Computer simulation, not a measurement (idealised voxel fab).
process module | voxel transistor to metal
cross-section cut | 270 nm wide | cells 5 nm
A cross-section is a grid of square cells, given in bands from the top down. A band is one or more rows of cells.
Each band's line starts with the height of the band's top and of its bottom, in nm. Then come its materials from left to right, each with its width in nm. One material with "throughout" fills the band from edge to edge. "air" is empty space.
Height 0 is the level under which the wafer as received is all one material. The lowest band goes on downwards, as in "0 down".
A width such as "30 to 40" changes by the same amount from each row of cells to the next, from the band's top row to its bottom row.
"no change" after a step means that no cell of the cross-section changed.
closed voids: empty space of 8 cells or more with no open way to the top, each as width x height at its distance from the left edge, in nm
after a step's settings: what the simulator itself notes on the step
overlay nm, on a step with a mask: how far to the right of its planned place the mask lay; to the left if negative
plan
1 op RECEIVE | material Si
2 op CONFORMAL_DEP | material SiO2 | thk nm 5
3 op CONFORMAL_DEP | material SiN | thk nm 15
4 op DIRECTIONAL_DEP | material aC | thk nm 15
5 op PATTERN | tone cover | mask id ACTIVE | material resist | width nm 105 | pitch nm 135 | thk nm 30 | overlay nm 0
6 op DIRECTIONAL_ETCH | etch materials aC | depth nm 15
7 op STRIP | etch materials resist
8 op DIRECTIONAL_ETCH | etch materials SiN | depth nm 15
9 op DIRECTIONAL_ETCH | etch materials SiO2 | depth nm 5
10 op DIRECTIONAL_ETCH | etch materials Si | depth nm 25
11 op STRIP | etch materials aC
12 op OXIDIZE | depth nm 5
13 op FILL_DEP | material SiO2 | thk nm 5
14 op CMP | height nm 20
15 op SELECTIVE_ETCH | etch materials SiO2 | depth nm 5
16 op STRIP | etch materials SiN
17 op SELECTIVE_ETCH | etch materials SiO2 | depth nm 5
18 op OXIDIZE | depth nm 5
19 op DIRECTIONAL_DEP | material polySi | thk nm 20
20 op DIRECTIONAL_DEP | material SiCN | thk nm 10
21 op MASKED_ETCH | tone cover | mask id GATE | width nm 25 | pitch nm 135 | etch materials SiCN | depth nm 20 | overlay nm 0
22 op MASKED_ETCH | tone cover | mask id GATE | width nm 25 | pitch nm 135 | etch materials polySi | depth nm 30 | overlay nm 0
23 op CONFORMAL_DEP | material SiN | thk nm 5
24 op DIRECTIONAL_ETCH | etch materials SiN | depth nm 5
25 op DIRECTIONAL_ETCH | etch materials SiO2 | depth nm 5
26 op DIRECTIONAL_ETCH | etch materials Si | depth nm 10
27 op EPI | material pSi | thk nm 15
28 op FILL_DEP | material SiO2 | thk nm 10
29 op CMP | height nm 30
30 op DIRECTIONAL_DEP | material SiO2 | thk nm 10
31 op PATTERN | tone open | mask id CONTACT | material resist | width nm 25 | thk nm 20 | overlay nm 0
32 op DIRECTIONAL_ETCH | etch materials SiO2 | depth nm 40
33 op STRIP | etch materials resist
34 op CONFORMAL_DEP | material TiN | thk nm 5
35 op FILL_DEP | material Ru | thk nm 5
36 op CMP | height nm 40
37 op CONFORMAL_DEP | material SiN | thk nm 5
38 op DIRECTIONAL_DEP | material lowk | thk nm 25
39 op PATTERN | tone open | mask id METAL_1 | material resist | width nm 15 | thk nm 20 | overlay nm 0
40 op DIRECTIONAL_ETCH | etch materials lowk | depth nm 25
41 op DIRECTIONAL_ETCH | etch materials SiN | depth nm 5
42 op STRIP | etch materials resist
43 op CONFORMAL_DEP | material TiN | thk nm 5
44 op FILL_DEP | material Ru | thk nm 5
45 op CMP | height nm 70
46 op CONFORMAL_DEP | material SiCN | thk nm 5
as received, after step 1
  0 down: Si throughout
  closed voids: none
a wafer at the end: this start, this plan, one mistake
  75 to 70: SiCN throughout
  70 to 45: polySi throughout
  45 to 40: SiN throughout
  40 to 30: SiO2 25 | TiN 5 | Ru 15 | TiN 5 | SiO2 35 | TiN 5 | Ru 15 | TiN 5 | SiO2 50 | TiN 5 | Ru 15 | TiN 5 | SiO2 35 | TiN 5 | Ru 15 | TiN 5 | SiO2 25
  30 to 20: SiO2 25 | TiN 5 | Ru 15 | TiN 5 | SiN 5 | SiCN 25 | SiN 5 | TiN 5 | Ru 15 | TiN 5 | SiO2 50 | TiN 5 | Ru 15 | TiN 5 | SiN 5 | SiCN 25 | SiN 5 | TiN 5 | Ru 15 | TiN 5 | SiO2 25
  20 to 15: SiO2 25 | TiN 5 | Ru 15 | TiN 5 | SiN 5 | polySi 25 | SiN 5 | TiN 5 | Ru 15 | TiN 5 | SiO2 50 | TiN 5 | Ru 15 | TiN 5 | SiN 5 | polySi 25 | SiN 5 | TiN 5 | Ru 15 | TiN 5 | SiO2 25
  15 to 10: SiO2 25 | TiN 25 | SiN 5 | polySi 25 | SiN 5 | TiN 25 | SiO2 50 | TiN 25 | SiN 5 | polySi 25 | SiN 5 | TiN 25 | SiO2 25
  10 to 0: SiO2 10 | SiN 5 | SiO2 10 | TiN 10 | pSi 15 | SiN 5 | polySi 25 | SiN 5 | pSi 15 | TiN 10 | SiO2 10 | SiN 5 | SiO2 20 | SiN 5 | SiO2 10 | TiN 10 | pSi 15 | SiN 5 | polySi 25 | SiN 5 | pSi 15 | TiN 10 | SiO2 10 | SiN 5 | SiO2 10
  0 to -5: SiO2 15 | pSi 35 | SiO2 35 | pSi 35 | SiO2 30 | pSi 35 | SiO2 35 | pSi 35 | SiO2 15
  -5 to -15: SiO2 20 | pSi 30 | Si 35 | pSi 30 | SiO2 40 | pSi 30 | Si 35 | pSi 30 | SiO2 20
  -15 to -30: SiO2 20 | Si 95 | SiO2 40 | Si 95 | SiO2 20
  -30 down: Si throughout
  closed voids: none
what went wrong: step 38 ran as: op DIRECTIONAL_DEP | material polySi | thk nm 25
